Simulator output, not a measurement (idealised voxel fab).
process module | voxel capacitor over wiring
cross-section cut | 235 nm wide | cells 5 nm
A cross-section is a grid of square cells, given in bands from the top down. A band is one or more rows of cells.
Each band's line starts with the height of the band's top and of its bottom, in nm. Then come its materials from left to right, each with its width in nm. One material with "throughout" fills the band from edge to edge. "air" is empty space.
Height 0 is the level under which the wafer as received is all one material. The lowest band goes on downwards, as in "0 down".
A width such as "30 to 40" changes by the same amount from each row of cells to the next, from the band's top row to its bottom row.
"no change" after a step means that no cell of the cross-section changed.
closed voids: empty space of 8 cells or more with no open way to the top, each as width x height at its distance from the left edge, in nm
after a step's settings: what the simulator itself notes on the step
overlay nm, on a step with a mask: how far to the right of its planned place the mask lay; to the left if negative
plan
1 op RECEIVE | material Si
2 op CONFORMAL_DEP | material SiO2 | thk nm 10
3 op CONFORMAL_DEP | material SiCN | thk nm 5
4 op DIRECTIONAL_DEP | material lowk | thk nm 20
5 op DIRECTIONAL_DEP | material aC | thk nm 15
6 op PATTERN | tone open | mask id METAL_1 | material resist | width nm 30 | pitch nm 85 | thk nm 30 | overlay nm 0
7 op DIRECTIONAL_ETCH | etch materials aC | depth nm 15
8 op STRIP | etch materials resist
9 op DIRECTIONAL_ETCH | etch materials lowk | depth nm 20
10 op DIRECTIONAL_ETCH | etch materials SiCN | depth nm 5
11 op STRIP | etch materials aC
12 op CONFORMAL_DEP | material TiN | thk nm 5
13 op FILL_DEP | material Ru | thk nm 10
14 op CMP | height nm 35
15 op CONFORMAL_DEP | material SiCN | thk nm 5
16 op DIRECTIONAL_DEP | material lowk | thk nm 10
17 op MASKED_ETCH | tone open | mask id PLUG_1 | width nm 15 | etch materials lowk | depth nm 10 | overlay nm 0
18 op MASKED_ETCH | tone open | mask id PLUG_1 | width nm 15 | etch materials SiCN | depth nm 5 | overlay nm 0
19 op EPI | material Ru | thk nm 10
20 op EPI | material Ru | thk nm 5
21 op DIRECTIONAL_DEP | material TiN | thk nm 10
22 op DIRECTIONAL_DEP | material HfO2 | thk nm 5
23 op DIRECTIONAL_DEP | material TiN | thk nm 5
24 op PATTERN | tone cover | mask id UPPER_PLATE | material resist | width nm 60 | thk nm 15 | overlay nm 0
25 op DIRECTIONAL_ETCH | etch materials TiN | depth nm 5
26 op DIRECTIONAL_ETCH | etch materials HfO2 | depth nm 5
27 op STRIP | etch materials resist
28 op PATTERN | tone cover | mask id LOWER_PLATE | material resist | width nm 70 | thk nm 20 | overlay nm 0
29 op DIRECTIONAL_ETCH | etch materials TiN | depth nm 10
30 op STRIP | etch materials resist
31 op FILL_DEP | material SiO2 | thk nm 20
32 op CMP | height nm 85
33 op DIRECTIONAL_DEP | material aC | thk nm 10
34 op PATTERN | tone open | mask id PLUG_2 | material resist | width nm 15 | thk nm 30 | overlay nm 0
35 op DIRECTIONAL_ETCH | etch materials aC | depth nm 10
36 op STRIP | etch materials resist
37 op DIRECTIONAL_ETCH | etch materials SiO2 | depth nm 15
38 op STRIP | etch materials aC
39 op CONFORMAL_DEP | material TiN | thk nm 5
40 op FILL_DEP | material Cu | thk nm 5
41 op CMP | height nm 85
42 op CONFORMAL_DEP | material SiN | thk nm 5
first wafer, as planned
as received, after step 1
  0 down: Si throughout
  closed voids: none
after step 2
  10 to 0: SiO2 throughout
  below 0: unchanged
after step 3
  15 to 10: SiCN throughout
  below 10: unchanged
after step 4
  35 to 15: lowk throughout
  below 15: unchanged
after step 5
  50 to 35: aC throughout
  below 35: unchanged
after step 6
  80 to 50: resist 60 | air 30 | resist 55 | air 30 | resist 60
  below 50: unchanged
after step 7
  65 to 50: resist 60 | air 30 | resist 55 | air 30 | resist 60
  50 to 35: aC 60 | air 30 | aC 55 | air 30 | aC 60
  below 35: unchanged
after step 8
  50 to 35: aC 60 | air 30 | aC 55 | air 30 | aC 60
  below 35: unchanged
after step 9
  50 to 35: aC 60 | air 30 | aC 55 | air 30 | aC 60
  35 to 15: lowk 60 | air 30 | lowk 55 | air 30 | lowk 60
  below 15: unchanged
after step 10
  50 to 35: aC 60 | air 30 | aC 55 | air 30 | aC 60
  35 to 15: lowk 60 | air 30 | lowk 55 | air 30 | lowk 60
  15 to 10: SiCN 60 | air 30 | SiCN 55 | air 30 | SiCN 60
  below 10: unchanged
after step 11
  35 to 15: lowk 60 | air 30 | lowk 55 | air 30 | lowk 60
  below 15: unchanged
after step 12
  40 to 35: TiN 65 | air 20 | TiN 65 | air 20 | TiN 65
  35 to 15: lowk 60 | TiN 5 | air 20 | TiN 5 | lowk 55 | TiN 5 | air 20 | TiN 5 | lowk 60
  15 to 10: SiCN 60 | TiN 30 | SiCN 55 | TiN 30 | SiCN 60
  below 10: unchanged
after step 13
  50 to 40: Ru throughout
  40 to 35: TiN 65 | Ru 20 | TiN 65 | Ru 20 | TiN 65
  35 to 15: lowk 60 | TiN 5 | Ru 20 | TiN 5 | lowk 55 | TiN 5 | Ru 20 | TiN 5 | lowk 60
  below 15: unchanged
after step 14
  35 to 15: lowk 60 | TiN 5 | Ru 20 | TiN 5 | lowk 55 | TiN 5 | Ru 20 | TiN 5 | lowk 60
  below 15: unchanged
after step 15
  40 to 35: SiCN throughout
  below 35: unchanged
after step 16
  50 to 40: lowk throughout
  below 40: unchanged
after step 17
  50 to 40: lowk 75 | air 15 | lowk 145
  below 40: unchanged
after step 18
  50 to 40: lowk 75 | air 15 | lowk 145
  40 to 35: SiCN 75 | air 15 | SiCN 145
  below 35: unchanged
after step 19
  50 to 45: lowk 75 | air 15 | lowk 145
  45 to 40: lowk 75 | Ru 15 | lowk 145
  40 to 35: SiCN 75 | Ru 15 | SiCN 145
  below 35: unchanged
after step 20
  50 to 40: lowk 75 | Ru 15 | lowk 145
  below 40: unchanged
after step 21
  60 to 50: TiN throughout
  below 50: unchanged
after step 22
  65 to 60: HfO2 throughout
  below 60: unchanged
after step 23
  70 to 65: TiN throughout
  below 65: unchanged
after step 24
  85 to 70: air 75 | resist 60 | air 100
  below 70: unchanged
after step 25
  85 to 70: air 75 | resist 60 | air 100
  70 to 65: air 75 | TiN 60 | air 100
  below 65: unchanged
after step 26
  85 to 70: air 75 | resist 60 | air 100
  70 to 65: air 75 | TiN 60 | air 100
  65 to 60: air 75 | HfO2 60 | air 100
  below 60: unchanged
after step 27
  70 to 65: air 75 | TiN 60 | air 100
  below 65: unchanged
after step 28
  90 to 70: air 70 | resist 70 | air 95
  70 to 65: air 70 | resist 5 | TiN 60 | resist 5 | air 95
  65 to 60: air 70 | resist 5 | HfO2 60 | resist 5 | air 95
  below 60: unchanged
after step 29
  90 to 70: air 70 | resist 70 | air 95
  70 to 65: air 70 | resist 5 | TiN 60 | resist 5 | air 95
  65 to 60: air 70 | resist 5 | HfO2 60 | resist 5 | air 95
  60 to 50: air 70 | TiN 70 | air 95
  below 50: unchanged
after step 30
  70 to 65: air 75 | TiN 60 | air 100
  65 to 60: air 75 | HfO2 60 | air 100
  below 60: unchanged
after step 31
  90 to 70: SiO2 throughout
  70 to 65: SiO2 75 | TiN 60 | SiO2 100
  65 to 60: SiO2 75 | HfO2 60 | SiO2 100
  60 to 50: SiO2 70 | TiN 70 | SiO2 95
  below 50: unchanged
after step 32
  85 to 70: SiO2 throughout
  below 70: unchanged
after step 33
  95 to 85: aC throughout
  below 85: unchanged
after step 34
  125 to 95: resist 85 | air 15 | resist 135
  below 95: unchanged
after step 35
  115 to 95: resist 85 | air 15 | resist 135
  95 to 85: aC 85 | air 15 | aC 135
  below 85: unchanged
after step 36
  95 to 85: aC 85 | air 15 | aC 135
  below 85: unchanged
after step 37
  95 to 85: aC 85 | air 15 | aC 135
  85 to 70: SiO2 85 | air 15 | SiO2 135
  below 70: unchanged
after step 38
  85 to 70: SiO2 85 | air 15 | SiO2 135
  below 70: unchanged
after step 39
  90 to 85: TiN 90 | air 5 | TiN 140
  85 to 75: SiO2 85 | TiN 5 | air 5 | TiN 5 | SiO2 135
  75 to 65: SiO2 85 to 75 | TiN 15 to 60 | SiO2 135 to 100
  below 65: unchanged
after step 40
  95 to 90: Cu throughout
  90 to 85: TiN 90 | Cu 5 | TiN 140
  85 to 75: SiO2 85 | TiN 5 | Cu 5 | TiN 5 | SiO2 135
  below 75: unchanged
after step 41
  85 to 75: SiO2 85 | TiN 5 | Cu 5 | TiN 5 | SiO2 135
  below 75: unchanged
after step 42
  90 to 85: SiN throughout
  below 85: unchanged
second wafer: like start, like plan, one mistake. Through step 18 it matches the first wafer
when step 19 should have ended
  55 to 50: air 70 | Ru 25 | air 140
  50 to 40: lowk 75 | Ru 15 | lowk 145
  40 to 35: SiCN 75 | Ru 15 | SiCN 145
  below 35: unchanged
when step 20 should have ended
  60 to 50: air 65 | Ru 35 | air 135
  below 50: unchanged
when step 21 should have ended
  70 to 60: air 65 | TiN 35 | air 135
  60 to 50: TiN 65 | Ru 35 | TiN 135
  below 50: unchanged
when step 22 should have ended
  75 to 70: air 65 | HfO2 35 | air 135
  70 to 65: air 65 | TiN 35 | air 135
  65 to 60: HfO2 65 | TiN 35 | HfO2 135
  below 60: unchanged
when step 23 should have ended
  80 to 75: air 65 | TiN 35 | air 135
  75 to 70: air 65 | HfO2 35 | air 135
  70 to 65: TiN throughout
  below 65: unchanged
when step 24 should have ended
  95 to 80: air 75 | resist 60 | air 100
  80 to 75: air 65 | TiN 35 | resist 35 | air 100
  75 to 70: air 65 | HfO2 35 | resist 35 | air 100
  below 70: unchanged
when step 25 should have ended
  95 to 80: air 75 | resist 60 | air 100
  80 to 75: air 75 | TiN 25 | resist 35 | air 100
  75 to 70: air 65 | HfO2 35 | resist 35 | air 100
  70 to 65: air 65 | TiN 70 | air 100
  below 65: unchanged
when step 26 should have ended
  95 to 80: air 75 | resist 60 | air 100
  80 to 75: air 75 | TiN 25 | resist 35 | air 100
  75 to 70: air 75 | HfO2 25 | resist 35 | air 100
  70 to 65: air 65 | TiN 70 | air 100
  65 to 60: air 65 | TiN 35 | HfO2 35 | air 100
  below 60: unchanged
when step 27 should have ended
  80 to 75: air 75 | TiN 25 | air 135
  75 to 70: air 75 | HfO2 25 | air 135
  below 70: unchanged
when step 28 should have ended
  100 to 80: air 70 | resist 70 | air 95
  80 to 75: air 70 | resist 5 | TiN 25 | resist 40 | air 95
  75 to 70: air 70 | resist 5 | HfO2 25 | resist 40 | air 95
  70 to 65: air 65 | TiN 70 | resist 5 | air 95
  65 to 60: air 65 | TiN 35 | HfO2 35 | resist 5 | air 95
  below 60: unchanged
when step 29 should have ended
  100 to 80: air 70 | resist 70 | air 95
  80 to 75: air 70 | resist 5 | TiN 25 | resist 40 | air 95
  75 to 70: air 70 | resist 5 | HfO2 25 | resist 40 | air 95
  70 to 65: air 70 | TiN 65 | resist 5 | air 95
  65 to 60: air 70 | TiN 30 | HfO2 35 | resist 5 | air 95
  60 to 50: air 65 | Ru 35 | TiN 40 | air 95
  below 50: unchanged
when step 30 should have ended
  80 to 75: air 75 | TiN 25 | air 135
  75 to 70: air 75 | HfO2 25 | air 135
  70 to 65: air 70 | TiN 65 | air 100
  65 to 60: air 70 | TiN 30 | HfO2 35 | air 100
  below 60: unchanged
when step 31 should have ended
  100 to 80: SiO2 throughout
  80 to 75: SiO2 75 | TiN 25 | SiO2 135
  75 to 70: SiO2 75 | HfO2 25 | SiO2 135
  70 to 65: SiO2 70 | TiN 65 | SiO2 100
  65 to 60: SiO2 70 | TiN 30 | HfO2 35 | SiO2 100
  60 to 50: SiO2 65 | Ru 35 | TiN 40 | SiO2 95
  below 50: unchanged
when step 32 should have ended
  85 to 80: SiO2 throughout
  below 80: unchanged
when step 33 should have ended
  95 to 85: aC throughout
  below 85: unchanged
when step 34 should have ended
  125 to 95: resist 85 | air 15 | resist 135
  below 95: unchanged
when step 35 should have ended
  115 to 95: resist 85 | air 15 | resist 135
  95 to 85: aC 85 | air 15 | aC 135
  below 85: unchanged
when step 36 should have ended
  95 to 85: aC 85 | air 15 | aC 135
  below 85: unchanged
when step 37 should have ended
  95 to 85: aC 85 | air 15 | aC 135
  85 to 80: SiO2 85 | air 15 | SiO2 135
  below 80: unchanged
when step 38 should have ended
  85 to 80: SiO2 85 | air 15 | SiO2 135
  below 80: unchanged
when step 39 should have ended
  90 to 85: TiN 90 | air 5 | TiN 140
  85 to 75: SiO2 85 to 75 | TiN 15 to 25 | SiO2 135
  below 75: unchanged
when step 40 should have ended
  95 to 90: Cu throughout
  90 to 85: TiN 90 | Cu 5 | TiN 140
  below 85: unchanged
when step 41 should have ended
  85 to 75: SiO2 85 to 75 | TiN 15 to 25 | SiO2 135
  below 75: unchanged
when step 42 should have ended
  90 to 85: SiN throughout
  below 85: unchanged
what went wrong: step 19 was run twice
at the end the second wafer has, in cells: 2 fewer of Cu | 14 more of Ru | 8 fewer of SiO2 | 4 fewer of TiN
